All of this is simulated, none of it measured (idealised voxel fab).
process module | voxel transistor to metal
cross-section cut | 160 nm wide | cells 5 nm
A cross-section is a grid of square cells, given in bands from the top down. A band is one or more rows of cells.
Each band's line starts with the height of the band's top and of its bottom, in nm. Then come its materials from left to right, each with its width in nm. One material with "throughout" fills the band from edge to edge. "air" is empty space.
Height 0 is the level under which the wafer as received is all one material. The lowest band goes on downwards, as in "0 down".
A width such as "30 to 40" changes by the same amount from each row of cells to the next, from the band's top row to its bottom row.
"no change" after a step means that no cell of the cross-section changed.
closed voids: empty space of 8 cells or more with no open way to the top, each as width x height at its distance from the left edge, in nm
after a step's settings: what the simulator itself notes on the step
overlay nm, on a step with a mask: how far to the right of its planned place the mask lay; to the left if negative
Each pair below shows a cross-section before one step and the cross-section after it, down to the lowest band that changed. The line under each pair gives the step between them, with its settings. The pairs can come from different runs of this module on the same starting wafer, so a pair continues from the pair above only where its "before" says so.
before
  0 down: Si throughout
  closed voids: none
after
  5 to 0: SiO2 throughout
  below 0: unchanged
  closed voids: none
the step between: op CONFORMAL_DEP | material SiO2 | thk nm 5
before: the cross-section after the pair above
after
  15 to 5: SiN throughout
  below 5: unchanged
  closed voids: none
the step between: op CONFORMAL_DEP | material SiN | thk nm 10
before: the cross-section after the pair above
after
  35 to 15: air 15 | resist 125 | air 20
  below 15: unchanged
  closed voids: none
the step between: op PATTERN | tone cover | mask id ACTIVE | material resist | width nm 125 | thk nm 20 | overlay nm 0
before: the cross-section after the pair above
after
  35 to 15: air 15 | resist 125 | air 20
  15 to 5: air 15 | SiN 125 | air 20
  below 5: unchanged
  closed voids: none
the step between: op DIRECTIONAL_ETCH | etch materials SiN | depth nm 10
before: the cross-section after the pair above
after
  35 to 15: air 15 | resist 125 | air 20
  15 to 5: air 15 | SiN 125 | air 20
  5 to 0: air 15 | SiO2 125 | air 20
  below 0: unchanged
  closed voids: none
the step between: op DIRECTIONAL_ETCH | etch materials SiO2 | depth nm 5
before: the cross-section after the pair above
after
  35 to 15: air 15 | resist 125 | air 20
  15 to 5: air 15 | SiN 125 | air 20
  5 to 0: air 15 | SiO2 125 | air 20
  0 to -35: air 15 | Si 125 | air 20
  below -35: unchanged
  closed voids: none
the step between: op DIRECTIONAL_ETCH | etch materials Si | depth nm 35
before: the cross-section after the pair above
after
  15 to 5: air 15 | SiN 125 | air 20
  below 5: unchanged
  closed voids: none
the step between: op STRIP | etch materials resist
before: the cross-section after the pair above
after
  30 to 15: SiO2 throughout
  15 to 5: SiO2 15 | SiN 125 | SiO2 20
  5 to 0: SiO2 throughout
  0 to -35: SiO2 15 | Si 125 | SiO2 20
  below -35: unchanged
  closed voids: none
the step between: op FILL_DEP | material SiO2 | thk nm 15
before: the cross-section after the pair above
after
  15 to 5: SiO2 15 | SiN 125 | SiO2 20
  below 5: unchanged
  closed voids: none
the step between: op CMP | height nm 15
before: the cross-section after the pair above
after
  15 to 10: air 15 | SiN 125 | air 20
  below 10: unchanged
  closed voids: none
the step between: op SELECTIVE_ETCH | etch materials SiO2 | depth nm 5
before: the cross-section after the pair above
after
  10 to 5: SiO2 15 | air 125 | SiO2 20
  below 5: unchanged
  closed voids: none
the step between: op STRIP | etch materials SiN
before: the cross-section after the pair above
after
  5 to 0: SiO2 10 | air 135 | SiO2 15
  below 0: unchanged
  closed voids: none
the step between: op SELECTIVE_ETCH | etch materials SiO2 | depth nm 5
before: the cross-section after the pair above
after
  5 to 0: SiO2 10 | air 135 | SiO2 15
  0 to -5: SiO2 throughout
  below -5: unchanged
  closed voids: none
the step between: op OXIDIZE | depth nm 5
before: the cross-section after the pair above
after
  25 to 20: polySi 10 | air 135 | polySi 15
  20 to 5: polySi throughout
  5 to 0: SiO2 10 | polySi 135 | SiO2 15
  below 0: unchanged
  closed voids: none
the step between: op DIRECTIONAL_DEP | material polySi | thk nm 20
before: the cross-section after the pair above
after
  35 to 30: SiCN 10 | air 135 | SiCN 15
  30 to 25: SiCN throughout
  25 to 20: polySi 10 | SiCN 135 | polySi 15
  below 20: unchanged
  closed voids: none
the step between: op DIRECTIONAL_DEP | material SiCN | thk nm 10
before: the cross-section after the pair above
after
  50 to 35: air 60 | resist 35 | air 65
  35 to 30: SiCN 10 | air 50 | resist 35 | air 50 | SiCN 15
  below 30: unchanged
  closed voids: none
the step between: op PATTERN | tone cover | mask id GATE | material resist | width nm 35 | thk nm 15 | overlay nm 0
before: the cross-section after the pair above
after
  50 to 30: air 60 | resist 35 | air 65
  30 to 25: air 60 | SiCN 35 | air 65
  25 to 20: polySi 10 | air 50 | SiCN 35 | air 50 | polySi 15
  below 20: unchanged
  closed voids: none
the step between: op DIRECTIONAL_ETCH | etch materials SiCN | depth nm 20
before: the cross-section after the pair above
after
  50 to 30: air 60 | resist 35 | air 65
  30 to 20: air 60 | SiCN 35 | air 65
  20 to 5: air 60 | polySi 35 | air 65
  5 to 0: SiO2 10 | air 50 | polySi 35 | air 50 | SiO2 15
  below 0: unchanged
  closed voids: none
the step between: op DIRECTIONAL_ETCH | etch materials polySi | depth nm 30
before: the cross-section after the pair above
after
  30 to 20: air 60 | SiCN 35 | air 65
  below 20: unchanged
  closed voids: none
the step between: op STRIP | etch materials resist
before: the cross-section after the pair above
after
  35 to 30: air 55 | SiO2 45 | air 60
  30 to 20: air 55 | SiO2 5 | SiCN 35 | SiO2 5 | air 60
  20 to 10: air 55 | SiO2 5 | polySi 35 | SiO2 5 | air 60
  10 to 5: SiO2 15 | air 40 | SiO2 5 | polySi 35 | SiO2 5 | air 40 | SiO2 20
  5 to 0: SiO2 60 | polySi 35 | SiO2 65
  below 0: unchanged
  closed voids: none
the step between: op CONFORMAL_DEP | material SiO2 | thk nm 5
before: the cross-section after the pair above
after
  30 to 20: air 55 | SiO2 5 | SiCN 35 | SiO2 5 | air 60
  20 to 5: air 55 | SiO2 5 | polySi 35 | SiO2 5 | air 60
  5 to 0: SiO2 15 | air 40 | SiO2 5 | polySi 35 | SiO2 5 | air 40 | SiO2 20
  below 0: unchanged
  closed voids: none
the step between: op DIRECTIONAL_ETCH | etch materials SiO2 | depth nm 5
before: the cross-section after the pair above
after
  35 to 30: air 50 | SiN 55 | air 55
  30 to 20: air 50 | SiN 5 | SiO2 5 | SiCN 35 | SiO2 5 | SiN 5 | air 55
  20 to 10: air 50 | SiN 5 | SiO2 5 | polySi 35 | SiO2 5 | SiN 5 | air 55
  10 to 5: SiN 20 | air 30 | SiN 5 | SiO2 5 | polySi 35 | SiO2 5 | SiN 5 | air 30 | SiN 25
  5 to 0: SiO2 15 | SiN 40 | SiO2 5 | polySi 35 | SiO2 5 | SiN 40 | SiO2 20
  below 0: unchanged
  closed voids: none
the step between: op CONFORMAL_DEP | material SiN | thk nm 5
before: the cross-section after the pair above
after
  30 to 20: air 50 | SiN 5 | SiO2 5 | SiCN 35 | SiO2 5 | SiN 5 | air 55
  20 to 5: air 50 | SiN 5 | SiO2 5 | polySi 35 | SiO2 5 | SiN 5 | air 55
  5 to 0: SiO2 15 | SiN 5 | air 30 | SiN 5 | SiO2 5 | polySi 35 | SiO2 5 | SiN 5 | air 30 | SiN 5 | SiO2 20
  below 0: unchanged
  closed voids: none
the step between: op DIRECTIONAL_ETCH | etch materials SiN | depth nm 5
before: the cross-section after the pair above
after
  30 to 25: air 50 | SiN 5 | air 5 | SiCN 35 | air 5 | SiN 5 | air 55
  25 to 20: air 50 | SiN 5 | SiO2 5 | SiCN 35 | SiO2 5 | SiN 5 | air 55
  20 to 5: air 50 | SiN 5 | SiO2 5 | polySi 35 | SiO2 5 | SiN 5 | air 55
  5 to 0: air 15 | SiN 5 | air 30 | SiN 5 | SiO2 5 | polySi 35 | SiO2 5 | SiN 5 | air 30 | SiN 5 | air 20
  0 to -5: SiO2 20 | air 30 | SiO2 55 | air 30 | SiO2 25
  below -5: unchanged
  closed voids: none
the step between: op DIRECTIONAL_ETCH | etch materials SiO2 | depth nm 5
before: the cross-section after the pair above
after
  30 to 25: air 50 | SiN 5 | air 5 | SiCN 35 | air 5 | SiN 5 | air 55
  25 to 20: air 50 | SiN 5 | SiO2 5 | SiCN 35 | SiO2 5 | SiN 5 | air 55
  20 to 5: air 50 | SiN 5 | SiO2 5 | polySi 35 | SiO2 5 | SiN 5 | air 55
  5 to 0: air 15 | SiN 5 | air 30 | SiN 5 | SiO2 5 | polySi 35 | SiO2 5 | SiN 5 | air 30 | SiN 5 | air 20
  0 to -5: SiO2 20 | air 30 | SiO2 55 | air 30 | SiO2 25
  -5 to -10: SiO2 15 | Si 5 | air 30 | Si 55 | air 30 | Si 5 | SiO2 20
  below -10: unchanged
  closed voids: none
the step between: op DIRECTIONAL_ETCH | etch materials Si | depth nm 5
before: the cross-section after the pair above
after
  30 to 25: air 50 | SiN 5 | air 5 | SiCN 35 | air 5 | SiN 5 | air 55
  25 to 20: air 50 | SiN 5 | SiO2 5 | SiCN 35 | SiO2 5 | SiN 5 | air 55
  20 to 5: air 50 | SiN 5 | SiO2 5 | polySi 35 | SiO2 5 | SiN 5 | air 55
  5 to 0: air 15 | SiN 5 | air 30 | SiN 5 | SiO2 5 | polySi 35 | SiO2 5 | SiN 5 | air 30 | SiN 5 | air 20
  0 to -5: SiO2 20 | SiGe 5 | air 20 | SiGe 5 | SiO2 55 | SiGe 5 | air 20 | SiGe 5 | SiO2 25
  -5 to -10: SiO2 15 | Si 5 | SiGe 30 | Si 55 | SiGe 30 | Si 5 | SiO2 20
  below -10: unchanged
  closed voids: none
the step between: op EPI | material SiGe | thk nm 5
before: the cross-section after the pair above
after
  35 to 30: SiO2 throughout
  30 to 20: SiO2 50 | SiN 5 | SiO2 5 | SiCN 35 | SiO2 5 | SiN 5 | SiO2 55
  20 to 5: SiO2 50 | SiN 5 | SiO2 5 | polySi 35 | SiO2 5 | SiN 5 | SiO2 55
  5 to 0: SiO2 15 | SiN 5 | SiO2 30 | SiN 5 | SiO2 5 | polySi 35 | SiO2 5 | SiN 5 | SiO2 30 | SiN 5 | SiO2 20
  0 to -5: SiO2 20 | SiGe 5 | SiO2 20 | SiGe 5 | SiO2 55 | SiGe 5 | SiO2 20 | SiGe 5 | SiO2 25
  below -5: unchanged
  closed voids: none
the step between: op FILL_DEP | material SiO2 | thk nm 5
before: the cross-section after the pair above
after
  20 to 5: SiO2 50 | SiN 5 | SiO2 5 | polySi 35 | SiO2 5 | SiN 5 | SiO2 55
  below 5: unchanged
  closed voids: none
the step between: op CMP | height nm 20
before: the cross-section after the pair above
after
  20 to 5: SiO2 50 | SiN 5 | SiO2 5 | air 35 | SiO2 5 | SiN 5 | SiO2 55
  5 to 0: SiO2 15 | SiN 5 | SiO2 30 | SiN 5 | SiO2 5 | air 35 | SiO2 5 | SiN 5 | SiO2 30 | SiN 5 | SiO2 20
  below 0: unchanged
  closed voids: none
the step between: op STRIP | etch materials polySi
before: the cross-section after the pair above
after
  20 to 15: air 50 | SiN 5 | air 45 | SiN 5 | air 55
  15 to 5: SiO2 50 | SiN 5 | air 45 | SiN 5 | SiO2 55
  5 to 0: SiO2 15 | SiN 5 | SiO2 30 | SiN 5 | air 45 | SiN 5 | SiO2 30 | SiN 5 | SiO2 20
  0 to -5: SiO2 20 | SiGe 5 | SiO2 20 | SiGe 5 | SiO2 5 | air 45 | SiO2 5 | SiGe 5 | SiO2 20 | SiGe 5 | SiO2 25
  below -5: unchanged
  closed voids: none
the step between: op SELECTIVE_ETCH | etch materials SiO2 | depth nm 5
before: the cross-section after the pair above
after
  25 to 20: air 45 | HfO2 15 | air 35 | HfO2 15 | air 50
  20 to 15: HfO2 50 | SiN 5 | HfO2 5 | air 35 | HfO2 5 | SiN 5 | HfO2 55
  15 to 5: SiO2 50 | SiN 5 | HfO2 5 | air 35 | HfO2 5 | SiN 5 | SiO2 55
  5 to 0: SiO2 15 | SiN 5 | SiO2 30 | SiN 5 | HfO2 5 | air 35 | HfO2 5 | SiN 5 | SiO2 30 | SiN 5 | SiO2 20
  0 to -5: SiO2 20 | SiGe 5 | SiO2 20 | SiGe 5 | SiO2 5 | HfO2 45 | SiO2 5 | SiGe 5 | SiO2 20 | SiGe 5 | SiO2 25
  below -5: unchanged
  closed voids: none
the step between: op CONFORMAL_DEP | material HfO2 | thk nm 5
before: the cross-section after the pair above
after
  30 to 25: air 40 | TiN 25 | air 25 | TiN 25 | air 45
  25 to 20: TiN 45 | HfO2 15 | TiN 5 | air 25 | TiN 5 | HfO2 15 | TiN 50
  20 to 15: HfO2 50 | SiN 5 | HfO2 5 | TiN 5 | air 25 | TiN 5 | HfO2 5 | SiN 5 | HfO2 55
  15 to 5: SiO2 50 | SiN 5 | HfO2 5 | TiN 5 | air 25 | TiN 5 | HfO2 5 | SiN 5 | SiO2 55
  5 to 0: SiO2 15 | SiN 5 | SiO2 30 | SiN 5 | HfO2 5 | TiN 35 | HfO2 5 | SiN 5 | SiO2 30 | SiN 5 | SiO2 20
  below 0: unchanged
  closed voids: none
the step between: op CONFORMAL_DEP | material TiN | thk nm 5
before: the cross-section after the pair above
after
  35 to 30: W throughout
  30 to 25: W 40 | TiN 25 | W 25 | TiN 25 | W 45
  25 to 20: TiN 45 | HfO2 15 | TiN 5 | W 25 | TiN 5 | HfO2 15 | TiN 50
  20 to 15: HfO2 50 | SiN 5 | HfO2 5 | TiN 5 | W 25 | TiN 5 | HfO2 5 | SiN 5 | HfO2 55
  15 to 5: SiO2 50 | SiN 5 | HfO2 5 | TiN 5 | W 25 | TiN 5 | HfO2 5 | SiN 5 | SiO2 55
  below 5: unchanged
  closed voids: none
the step between: op FILL_DEP | material W | thk nm 5
before: the cross-section after the pair above
after
  15 to 5: SiO2 50 | SiN 5 | HfO2 5 | TiN 5 | W 25 | TiN 5 | HfO2 5 | SiN 5 | SiO2 55
  below 5: unchanged
  closed voids: none
the step between: op CMP | height nm 15
before: the cross-section after the pair above
after
  30 to 15: SiO2 throughout
  below 15: unchanged
  closed voids: none
the step between: op DIRECTIONAL_DEP | material SiO2 | thk nm 15
before: the cross-section after the pair above
after
  30 to 15: SiO2 25 | air 20 | SiO2 65 | air 20 | SiO2 30
  15 to 5: SiO2 25 | air 20 | SiO2 5 | SiN 5 | HfO2 5 | TiN 5 | W 25 | TiN 5 | HfO2 5 | SiN 5 | SiO2 5 | air 20 | SiO2 30
  5 to 0: SiO2 15 | SiN 5 | SiO2 5 | air 20 | SiO2 5 | SiN 5 | HfO2 5 | TiN 35 | HfO2 5 | SiN 5 | SiO2 5 | air 20 | SiO2 5 | SiN 5 | SiO2 20
  0 to -5: SiO2 20 | SiGe 5 | air 20 | SiGe 5 | SiO2 5 | HfO2 45 | SiO2 5 | SiGe 5 | air 20 | SiGe 5 | SiO2 25
  below -5: unchanged
  closed voids: none
the step between: op MASKED_ETCH | tone open | mask id CONTACT | width nm 20 | pitch nm 85 | etch materials SiO2 | depth nm 35 | overlay nm 0
before: the cross-section after the pair above
after
  35 to 30: TiN 30 | air 10 | TiN 75 | air 10 | TiN 35
  30 to 15: SiO2 25 | TiN 5 | air 10 | TiN 5 | SiO2 65 | TiN 5 | air 10 | TiN 5 | SiO2 30
  15 to 5: SiO2 25 | TiN 5 | air 10 | TiN 5 | SiO2 5 | SiN 5 | HfO2 5 | TiN 5 | W 25 | TiN 5 | HfO2 5 | SiN 5 | SiO2 5 | TiN 5 | air 10 | TiN 5 | SiO2 30
  5 to 0: SiO2 15 | SiN 5 | SiO2 5 | TiN 5 | air 10 | TiN 5 | SiO2 5 | SiN 5 | HfO2 5 | TiN 35 | HfO2 5 | SiN 5 | SiO2 5 | TiN 5 | air 10 | TiN 5 | SiO2 5 | SiN 5 | SiO2 20
  0 to -5: SiO2 20 | SiGe 5 | TiN 20 | SiGe 5 | SiO2 5 | HfO2 45 | SiO2 5 | SiGe 5 | TiN 20 | SiGe 5 | SiO2 25
  below -5: unchanged
  closed voids: none
the step between: op CONFORMAL_DEP | material TiN | thk nm 5
before: the cross-section after the pair above
after
  40 to 35: Ru throughout
  35 to 30: TiN 30 | Ru 10 | TiN 75 | Ru 10 | TiN 35
  30 to 15: SiO2 25 | TiN 5 | Ru 10 | TiN 5 | SiO2 65 | TiN 5 | Ru 10 | TiN 5 | SiO2 30
  15 to 5: SiO2 25 | TiN 5 | Ru 10 | TiN 5 | SiO2 5 | SiN 5 | HfO2 5 | TiN 5 | W 25 | TiN 5 | HfO2 5 | SiN 5 | SiO2 5 | TiN 5 | Ru 10 | TiN 5 | SiO2 30
  5 to 0: SiO2 15 | SiN 5 | SiO2 5 | TiN 5 | Ru 10 | TiN 5 | SiO2 5 | SiN 5 | HfO2 5 | TiN 35 | HfO2 5 | SiN 5 | SiO2 5 | TiN 5 | Ru 10 | TiN 5 | SiO2 5 | SiN 5 | SiO2 20
  below 0: unchanged
  closed voids: none
the step between: op FILL_DEP | material Ru | thk nm 5
before: the cross-section after the pair above
after
  30 to 15: SiO2 25 | TiN 5 | Ru 10 | TiN 5 | SiO2 65 | TiN 5 | Ru 10 | TiN 5 | SiO2 30
  below 15: unchanged
  closed voids: none
the step between: op CMP | height nm 30
before: the cross-section after the pair above
after
  35 to 30: SiN throughout
  below 30: unchanged
  closed voids: none
the step between: op CONFORMAL_DEP | material SiN | thk nm 5
before: the cross-section after the pair above
after
  55 to 35: lowk throughout
  below 35: unchanged
  closed voids: none
the step between: op DIRECTIONAL_DEP | material lowk | thk nm 20
before: the cross-section after the pair above
after
  75 to 55: resist 25 | air 20 | resist 65 | air 20 | resist 30
  below 55: unchanged
  closed voids: none
the step between: op PATTERN | tone open | mask id METAL_1 | material resist | width nm 20 | pitch nm 85 | thk nm 20 | overlay nm 0
before: the cross-section after the pair above
after
  75 to 55: resist 25 | air 20 | resist 65 | air 20 | resist 30
  55 to 35: lowk 25 | air 20 | lowk 65 | air 20 | lowk 30
  below 35: unchanged
  closed voids: none
the step between: op DIRECTIONAL_ETCH | etch materials lowk | depth nm 20
before: the cross-section after the pair above
after
  75 to 55: resist 25 | air 20 | resist 65 | air 20 | resist 30
  55 to 35: lowk 25 | air 20 | lowk 65 | air 20 | lowk 30
  35 to 30: SiN 25 | air 20 | SiN 65 | air 20 | SiN 30
  below 30: unchanged
  closed voids: none
the step between: op DIRECTIONAL_ETCH | etch materials SiN | depth nm 5
before: the cross-section after the pair above
after
  55 to 35: lowk 25 | air 20 | lowk 65 | air 20 | lowk 30
  below 35: unchanged
  closed voids: none
the step between: op STRIP | etch materials resist
before: the cross-section after the pair above
after
  60 to 55: TiN 30 | air 10 | TiN 75 | air 10 | TiN 35
  55 to 35: lowk 25 | TiN 5 | air 10 | TiN 5 | lowk 65 | TiN 5 | air 10 | TiN 5 | lowk 30
  35 to 30: SiN 25 | TiN 20 | SiN 65 | TiN 20 | SiN 30
  below 30: unchanged
  closed voids: none
the step between: op CONFORMAL_DEP | material TiN | thk nm 5
before: the cross-section after the pair above
after
  65 to 60: Ru throughout
  60 to 55: TiN 30 | Ru 10 | TiN 75 | Ru 10 | TiN 35
  55 to 35: lowk 25 | TiN 5 | Ru 10 | TiN 5 | lowk 65 | TiN 5 | Ru 10 | TiN 5 | lowk 30
  below 35: unchanged
  closed voids: none
the step between: op FILL_DEP | material Ru | thk nm 5
before: the cross-section after the pair above
after
  55 to 35: lowk 25 | TiN 5 | Ru 10 | TiN 5 | lowk 65 | TiN 5 | Ru 10 | TiN 5 | lowk 30
  below 35: unchanged
  closed voids: none
the step between: op CMP | height nm 55
before: the cross-section after the pair above
after
  60 to 55: SiCN throughout
  below 55: unchanged
  closed voids: none
the step between: op CONFORMAL_DEP | material SiCN | thk nm 5
before: the cross-section after the pair above
after
  90 to 60: SiO2 throughout
  below 60: unchanged
  closed voids: none
the step between: op DIRECTIONAL_DEP | material SiO2 | thk nm 30
before: the cross-section after the pair above
after
  110 to 90: resist 25 | air 15 | resist 70 | air 15 | resist 35
  below 90: unchanged
  closed voids: none
the step between: op PATTERN | tone open | mask id METAL_2_HOLES | material resist | width nm 15 | pitch nm 85 | thk nm 20 | overlay nm 0
before: the cross-section after the pair above
after
  110 to 90: resist 25 | air 15 | resist 70 | air 15 | resist 35
  90 to 60: SiO2 25 | air 15 | SiO2 70 | air 15 | SiO2 35
  below 60: unchanged
  closed voids: none
the step between: op DIRECTIONAL_ETCH | etch materials SiO2 | depth nm 30
before: the cross-section after the pair above
after
  90 to 60: SiO2 25 | air 15 | SiO2 70 | air 15 | SiO2 35
  below 60: unchanged
  closed voids: none
the step between: op STRIP | etch materials resist
before: the cross-section after the pair above
after
  105 to 90: resist 25 | air 20 | resist 65 | air 20 | resist 30
  below 90: unchanged
  closed voids: none
the step between: op PATTERN | tone open | mask id METAL_2 | material resist | width nm 20 | pitch nm 85 | thk nm 15 | overlay nm 0
before: the cross-section after the pair above
after
  105 to 90: resist 25 | air 20 | resist 65 | air 20 | resist 30
  90 to 75: SiO2 25 | air 20 | SiO2 65 | air 20 | SiO2 30
  below 75: unchanged
  closed voids: none
the step between: op DIRECTIONAL_ETCH | etch materials SiO2 | depth nm 15
before: the cross-section after the pair above
after
  105 to 90: resist 25 | air 20 | resist 65 | air 20 | resist 30
  90 to 75: SiO2 25 | air 20 | SiO2 65 | air 20 | SiO2 30
  75 to 60: SiO2 25 | air 15 | SiO2 70 | air 15 | SiO2 35
  60 to 55: SiCN 25 | air 15 | SiCN 70 | air 15 | SiCN 35
  below 55: unchanged
  closed voids: none
the step between: op DIRECTIONAL_ETCH | etch materials SiCN | depth nm 5
before: the cross-section after the pair above
after
  90 to 75: SiO2 25 | air 20 | SiO2 65 | air 20 | SiO2 30
  below 75: unchanged
  closed voids: none
the step between: op STRIP | etch materials resist
before: the cross-section after the pair above
after
  95 to 90: TiN 30 | air 10 | TiN 75 | air 10 | TiN 35
  90 to 80: SiO2 25 | TiN 5 | air 10 | TiN 5 | SiO2 65 | TiN 5 | air 10 | TiN 5 | SiO2 30
  80 to 75: SiO2 25 | TiN 5 | air 5 | TiN 10 | SiO2 65 | TiN 5 | air 5 | TiN 10 | SiO2 30
  75 to 60: SiO2 25 | TiN 5 | air 5 | TiN 5 | SiO2 70 | TiN 5 | air 5 | TiN 5 | SiO2 35
  60 to 55: SiCN 25 | TiN 15 | SiCN 70 | TiN 15 | SiCN 35
  below 55: unchanged
  closed voids: none
the step between: op CONFORMAL_DEP | material TiN | thk nm 5
before: the cross-section after the pair above
after
  105 to 95: Cu throughout
  95 to 90: TiN 30 | Cu 10 | TiN 75 | Cu 10 | TiN 35
  90 to 80: SiO2 25 | TiN 5 | Cu 10 | TiN 5 | SiO2 65 | TiN 5 | Cu 10 | TiN 5 | SiO2 30
  80 to 75: SiO2 25 | TiN 5 | Cu 5 | TiN 10 | SiO2 65 | TiN 5 | Cu 5 | TiN 10 | SiO2 30
  75 to 60: SiO2 25 | TiN 5 | Cu 5 | TiN 5 | SiO2 70 | TiN 5 | Cu 5 | TiN 5 | SiO2 35
  below 60: unchanged
  closed voids: none
the step between: op FILL_DEP | material Cu | thk nm 10
before: the cross-section after the pair above
after
  90 to 80: SiO2 25 | TiN 5 | Cu 10 | TiN 5 | SiO2 65 | TiN 5 | Cu 10 | TiN 5 | SiO2 30
  below 80: unchanged
  closed voids: none
the step between: op CMP | height nm 90
before: the cross-section after the pair above
after
  95 to 90: SiN throughout
  below 90: unchanged
  closed voids: none
the step between: op CONFORMAL_DEP | material SiN | thk nm 5
before
  105 to 95: Cu throughout
  95 to 90: TiN 30 | Cu 10 | TiN 75 | Cu 10 | TiN 35
  90 to 80: SiO2 25 | TiN 5 | Cu 10 | TiN 5 | SiO2 65 | TiN 5 | Cu 10 | TiN 5 | SiO2 30
  80 to 75: SiO2 25 | TiN 5 | Cu 5 | TiN 10 | SiO2 65 | TiN 5 | Cu 5 | TiN 10 | SiO2 30
  75 to 60: SiO2 25 | TiN 5 | Cu 5 | TiN 5 | SiO2 70 | TiN 5 | Cu 5 | TiN 5 | SiO2 35
  60 to 55: SiCN 25 | TiN 15 | SiCN 70 | TiN 15 | SiCN 35
  55 to 35: lowk 25 | TiN 5 | Ru 10 | TiN 5 | lowk 65 | TiN 5 | Ru 10 | TiN 5 | lowk 30
  35 to 30: SiN 25 | TiN 20 | SiN 65 | TiN 20 | SiN 30
  30 to 15: SiO2 25 | TiN 5 | Ru 10 | TiN 5 | SiO2 65 | TiN 5 | Ru 10 | TiN 5 | SiO2 30
  15 to 5: SiO2 25 | TiN 5 | Ru 10 | TiN 5 | SiO2 5 | SiN 5 | HfO2 5 | TiN 5 | W 25 | TiN 5 | HfO2 5 | SiN 5 | SiO2 5 | TiN 5 | Ru 10 | TiN 5 | SiO2 30
  5 to 0: SiO2 15 | SiN 5 | SiO2 5 | TiN 5 | Ru 10 | TiN 5 | SiO2 5 | SiN 5 | HfO2 5 | TiN 35 | HfO2 5 | SiN 5 | SiO2 5 | TiN 5 | Ru 10 | TiN 5 | SiO2 5 | SiN 5 | SiO2 20
  0 to -5: SiO2 20 | SiGe 5 | TiN 20 | SiGe 5 | SiO2 5 | HfO2 45 | SiO2 5 | SiGe 5 | TiN 20 | SiGe 5 | SiO2 25
  -5 to -10: SiO2 15 | Si 5 | SiGe 30 | Si 55 | SiGe 30 | Si 5 | SiO2 20
  -10 to -35: SiO2 15 | Si 125 | SiO2 20
  -35 down: Si throughout
  closed voids: none
after
  110 to 105: SiN throughout
  below 105: unchanged
  closed voids: none
the step between: op CONFORMAL_DEP | material SiN | thk nm 5
before
  90 to 60: SiO2 throughout
  60 to 55: SiCN throughout
  55 to 35: lowk 25 | TiN 5 | Ru 10 | TiN 5 | lowk 65 | TiN 5 | Ru 10 | TiN 5 | lowk 30
  35 to 30: SiN 25 | TiN 20 | SiN 65 | TiN 20 | SiN 30
  30 to 15: SiO2 25 | TiN 5 | Ru 10 | TiN 5 | SiO2 65 | TiN 5 | Ru 10 | TiN 5 | SiO2 30
  15 to 5: SiO2 25 | TiN 5 | Ru 10 | TiN 5 | SiO2 5 | SiN 5 | HfO2 5 | TiN 5 | W 25 | TiN 5 | HfO2 5 | SiN 5 | SiO2 5 | TiN 5 | Ru 10 | TiN 5 | SiO2 30
  5 to 0: SiO2 15 | SiN 5 | SiO2 5 | TiN 5 | Ru 10 | TiN 5 | SiO2 5 | SiN 5 | HfO2 5 | TiN 35 | HfO2 5 | SiN 5 | SiO2 5 | TiN 5 | Ru 10 | TiN 5 | SiO2 5 | SiN 5 | SiO2 20
  0 to -5: SiO2 20 | SiGe 5 | TiN 20 | SiGe 5 | SiO2 5 | HfO2 45 | SiO2 5 | SiGe 5 | TiN 20 | SiGe 5 | SiO2 25
  -5 to -10: SiO2 15 | Si 5 | SiGe 30 | Si 55 | SiGe 30 | Si 5 | SiO2 20
  -10 to -35: SiO2 15 | Si 125 | SiO2 20
  -35 down: Si throughout
  closed voids: none
after
  120 to 60: SiO2 throughout
  below 60: unchanged
  closed voids: none
the step between: op DIRECTIONAL_DEP | material SiO2 | thk nm 30
before: the cross-section after the pair above
after
  140 to 120: resist 25 | air 15 | resist 70 | air 15 | resist 35
  below 120: unchanged
  closed voids: none
the step between: op PATTERN | tone open | mask id METAL_2_HOLES | material resist | width nm 15 | pitch nm 85 | thk nm 20 | overlay nm 0
before: the cross-section after the pair above
after
  140 to 120: resist 25 | air 15 | resist 70 | air 15 | resist 35
  120 to 90: SiO2 25 | air 15 | SiO2 70 | air 15 | SiO2 35
  below 90: unchanged
  closed voids: none
the step between: op DIRECTIONAL_ETCH | etch materials SiO2 | depth nm 30
before: the cross-section after the pair above
after
  120 to 90: SiO2 25 | air 15 | SiO2 70 | air 15 | SiO2 35
  below 90: unchanged
  closed voids: none
the step between: op STRIP | etch materials resist
before: the cross-section after the pair above
after
  135 to 120: resist 25 | air 20 | resist 65 | air 20 | resist 30
  below 120: unchanged
  closed voids: none
the step between: op PATTERN | tone open | mask id METAL_2 | material resist | width nm 20 | pitch nm 85 | thk nm 15 | overlay nm 0
before: the cross-section after the pair above
after
  135 to 120: resist 25 | air 20 | resist 65 | air 20 | resist 30
  120 to 105: SiO2 25 | air 20 | SiO2 65 | air 20 | SiO2 30
  105 to 75: SiO2 25 | air 15 | SiO2 70 | air 15 | SiO2 35
  below 75: unchanged
  closed voids: none
the step between: op DIRECTIONAL_ETCH | etch materials SiO2 | depth nm 15
before: the cross-section after the pair above
after
  120 to 105: SiO2 25 | air 20 | SiO2 65 | air 20 | SiO2 30
  below 105: unchanged
  closed voids: none
the step between: op STRIP | etch materials resist
before: the cross-section after the pair above
after
  125 to 120: TiN 30 | air 10 | TiN 75 | air 10 | TiN 35
  120 to 110: SiO2 25 | TiN 5 | air 10 | TiN 5 | SiO2 65 | TiN 5 | air 10 | TiN 5 | SiO2 30
  110 to 105: SiO2 25 | TiN 5 | air 5 | TiN 10 | SiO2 65 | TiN 5 | air 5 | TiN 10 | SiO2 30
  105 to 80: SiO2 25 | TiN 5 | air 5 | TiN 5 | SiO2 70 | TiN 5 | air 5 | TiN 5 | SiO2 35
  80 to 75: SiO2 25 | TiN 15 | SiO2 70 | TiN 15 | SiO2 35
  below 75: unchanged
  closed voids: none
the step between: op CONFORMAL_DEP | material TiN | thk nm 5
before: the cross-section after the pair above
after
  135 to 125: Cu throughout
  125 to 120: TiN 30 | Cu 10 | TiN 75 | Cu 10 | TiN 35
  120 to 110: SiO2 25 | TiN 5 | Cu 10 | TiN 5 | SiO2 65 | TiN 5 | Cu 10 | TiN 5 | SiO2 30
  110 to 105: SiO2 25 | TiN 5 | Cu 5 | TiN 10 | SiO2 65 | TiN 5 | Cu 5 | TiN 10 | SiO2 30
  105 to 80: SiO2 25 | TiN 5 | Cu 5 | TiN 5 | SiO2 70 | TiN 5 | Cu 5 | TiN 5 | SiO2 35
  below 80: unchanged
  closed voids: none
the step between: op FILL_DEP | material Cu | thk nm 10
before: the cross-section after the pair above
after
  90 to 80: SiO2 25 | TiN 5 | Cu 5 | TiN 5 | SiO2 70 | TiN 5 | Cu 5 | TiN 5 | SiO2 35
  below 80: unchanged
  closed voids: none
the step between: op CMP | height nm 90
before: the cross-section after the pair above
after
  95 to 90: SiN throughout
  below 90: unchanged
  closed voids: none
the step between: op CONFORMAL_DEP | material SiN | thk nm 5
